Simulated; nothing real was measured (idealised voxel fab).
The process module that follows is named voxel double patterning.
cross-section cut | 220 nm wide | cells 5 nm
Notation: cross-section as square-cell grid; stated in bands, top first, going down; one or more cell rows per band.
What a band's entry tells you: where the top is and where the bottom is, as heights in nm, and after that what lies inside, material by material from left to right, each with its width in nm. Empty space is written as the word "blank", and a single material marked with the word "throughout" occupies the band from edge to edge.
The reference from which all heights are counted is 0, the level beneath which the as-received wafer is entirely one material; the lowest band, having no lower bound, proceeds downward and is written after the example "0..down".
It should be noted that a width expressed as "30 to 40" varies in equal increments from row to row of cells within the band, taking the value of the first number at the top row and that of the second number at the bottom row.
Reading "remained the same" for a step: not a cell of the cross-section changed in it.
Enclosed voids (no open way to top), threshold 8 cells or more, entry "Closed voids list", notation width x height at distance, distance from left edge, nm.
What comes after the settings on a step's line is commentary from the simulator itself on that step.
overlay nm: mask offset rightward from planned place, masked step; negative means leftward offset.
## The planned process steps are enumerated hereunder
1 RECEIVE | material Si
2 CONFORMAL_DEP | material SiO2 | thk nm 10
3 DIRECTIONAL_DEP | material TiN | thk nm 20
4 DIRECTIONAL_DEP | material SiCN | thk nm 5
5 MASKED_ETCH | tone open | mask id FIRST | width nm 15 | pitch nm 50 | etch materials SiCN | depth nm 5 | overlay nm 0
6 DIRECTIONAL_DEP | material aC | thk nm 15
7 PATTERN | tone open | mask id SECOND | material resist | width nm 15 | pitch nm 50 | thk nm 35 | overlay nm 0
8 DIRECTIONAL_ETCH | etch materials aC | depth nm 15
9 STRIP | etch materials resist
10 DIRECTIONAL_ETCH | etch materials SiCN | depth nm 5
11 STRIP | etch materials aC
12 DIRECTIONAL_ETCH | etch materials TiN | depth nm 20
13 STRIP | etch materials SiCN
## first wafer, as planned
## Incoming wafer, cross-sectional view, post step 1
0..down: Si throughout
Closed voids list: none
## Wafer after step 2 (cross-section)
10..0: SiO2 throughout
Nothing below the height 0 has changed.
## Wafer after step 3 (cross-section)
30..10: TiN throughout
Nothing below the height 10 has changed.
## Wafer after step 4 (cross-section)
35..30: SiCN throughout
Nothing below the height 30 has changed.
## Wafer after step 5 (cross-section)
35..30: SiCN=50; blank=15; SiCN=35; blank=15; SiCN=35; blank=15; SiCN=55
Nothing below the height 30 has changed.
## Wafer after step 6 (cross-section)
50..45: aC=50; blank=15; aC=35; blank=15; aC=35; blank=15; aC=55
45..35: aC throughout
35..30: SiCN=50; aC=15; SiCN=35; aC=15; SiCN=35; aC=15; SiCN=55
Nothing below the height 30 has changed.
## Wafer after step 7 (cross-section)
85..50: resist=75; blank=15; resist=35; blank=15; resist=80
50..45: aC=50; resist=15; aC=35; resist=15; aC=35; resist=15; aC=55
Nothing below the height 45 has changed.
## Wafer after step 8 (cross-section)
70..50: resist=75; blank=15; resist=35; blank=15; resist=80
50..45: aC=50; resist=15; aC=10; blank=15; aC=10; resist=15; aC=10; blank=15; aC=10; resist=15; aC=55
45..35: aC=75; blank=15; aC=35; blank=15; aC=80
Nothing below the height 35 has changed.
## Wafer after step 9 (cross-section)
50..45: aC=50; blank=15; aC=10; blank=15; aC=10; blank=15; aC=10; blank=15; aC=10; blank=15; aC=55
Nothing below the height 45 has changed.
## Wafer after step 10 (cross-section)
50..45: aC=50; blank=15; aC=10; blank=15; aC=10; blank=15; aC=10; blank=15; aC=10; blank=15; aC=55
45..35: aC=75; blank=15; aC=35; blank=15; aC=80
35..30: SiCN=50; aC=15; SiCN=10; blank=15; SiCN=10; aC=15; SiCN=10; blank=15; SiCN=10; aC=15; SiCN=55
Nothing below the height 30 has changed.
## Wafer after step 11 (cross-section)
35..30: SiCN=50; blank=15; SiCN=10; blank=15; SiCN=10; blank=15; SiCN=10; blank=15; SiCN=10; blank=15; SiCN=55
Nothing below the height 30 has changed.
## Wafer after step 12 (cross-section)
35..30: SiCN=50; blank=15; SiCN=10; blank=15; SiCN=10; blank=15; SiCN=10; blank=15; SiCN=10; blank=15; SiCN=55
30..10: TiN=50; blank=15; TiN=10; blank=15; TiN=10; blank=15; TiN=10; blank=15; TiN=10; blank=15; TiN=55
Nothing below the height 10 has changed.
## Wafer after step 13 (cross-section)
30..10: TiN=50; blank=15; TiN=10; blank=15; TiN=10; blank=15; TiN=10; blank=15; TiN=10; blank=15; TiN=55
Nothing below the height 10 has changed.
## It is to be noted that the second wafer proceeded from the same initial state and according to the same plan as the first, although one mistake was committed in its execution; through step 2, inclusive, the two wafers share an identical history
## Cross-section of the second wafer at the time by which step 3 should have been completed according to the plan
35..10: TiN throughout
Nothing below the height 10 has changed.
## Cross-section of the second wafer at the time by which step 4 should have been completed according to the plan
40..35: SiCN throughout
Nothing below the height 35 has changed.
## Cross-section of the second wafer at the time by which step 5 should have been completed according to the plan
40..35: SiCN=50; blank=15; SiCN=35; blank=15; SiCN=35; blank=15; SiCN=55
Nothing below the height 35 has changed.
## Cross-section of the second wafer at the time by which step 6 should have been completed according to the plan
55..50: aC=50; blank=15; aC=35; blank=15; aC=35; blank=15; aC=55
50..40: aC throughout
40..35: SiCN=50; aC=15; SiCN=35; aC=15; SiCN=35; aC=15; SiCN=55
Nothing below the height 35 has changed.
## Cross-section of the second wafer at the time by which step 7 should have been completed according to the plan
90..55: resist=75; blank=15; resist=35; blank=15; resist=80
55..50: aC=50; resist=15; aC=35; resist=15; aC=35; resist=15; aC=55
Nothing below the height 50 has changed.
## Cross-section of the second wafer at the time by which step 8 should have been completed according to the plan
75..55: resist=75; blank=15; resist=35; blank=15; resist=80
55..50: aC=50; resist=15; aC=10; blank=15; aC=10; resist=15; aC=10; blank=15; aC=10; resist=15; aC=55
50..40: aC=75; blank=15; aC=35; blank=15; aC=80
Nothing below the height 40 has changed.
## Cross-section of the second wafer at the time by which step 9 should have been completed according to the plan
55..50: aC=50; blank=15; aC=10; blank=15; aC=10; blank=15; aC=10; blank=15; aC=10; blank=15; aC=55
Nothing below the height 50 has changed.
## Cross-section of the second wafer at the time by which step 10 should have been completed according to the plan
55..50: aC=50; blank=15; aC=10; blank=15; aC=10; blank=15; aC=10; blank=15; aC=10; blank=15; aC=55
50..40: aC=75; blank=15; aC=35; blank=15; aC=80
40..35: SiCN=50; aC=15; SiCN=10; blank=15; SiCN=10; aC=15; SiCN=10; blank=15; SiCN=10; aC=15; SiCN=55
Nothing below the height 35 has changed.
## Cross-section of the second wafer at the time by which step 11 should have been completed according to the plan
40..35: SiCN=50; blank=15; SiCN=10; blank=15; SiCN=10; blank=15; SiCN=10; blank=15; SiCN=10; blank=15; SiCN=55
Nothing below the height 35 has changed.
## Cross-section of the second wafer at the time by which step 12 should have been completed according to the plan
40..35: SiCN=50; blank=15; SiCN=10; blank=15; SiCN=10; blank=15; SiCN=10; blank=15; SiCN=10; blank=15; SiCN=55
35..15: TiN=50; blank=15; TiN=10; blank=15; TiN=10; blank=15; TiN=10; blank=15; TiN=10; blank=15; TiN=55
Nothing below the height 15 has changed.
## Cross-section of the second wafer at the time by which step 13 should have been completed according to the plan
35..15: TiN=50; blank=15; TiN=10; blank=15; TiN=10; blank=15; TiN=10; blank=15; TiN=10; blank=15; TiN=55
Nothing below the height 15 has changed.
Want to know what went wrong? step 3 ran as: DIRECTIONAL_DEP | material TiN | thk nm 25
Looking at both finished wafers in cells, the second ends up ahead of or behind the first on some materials: TiN +44
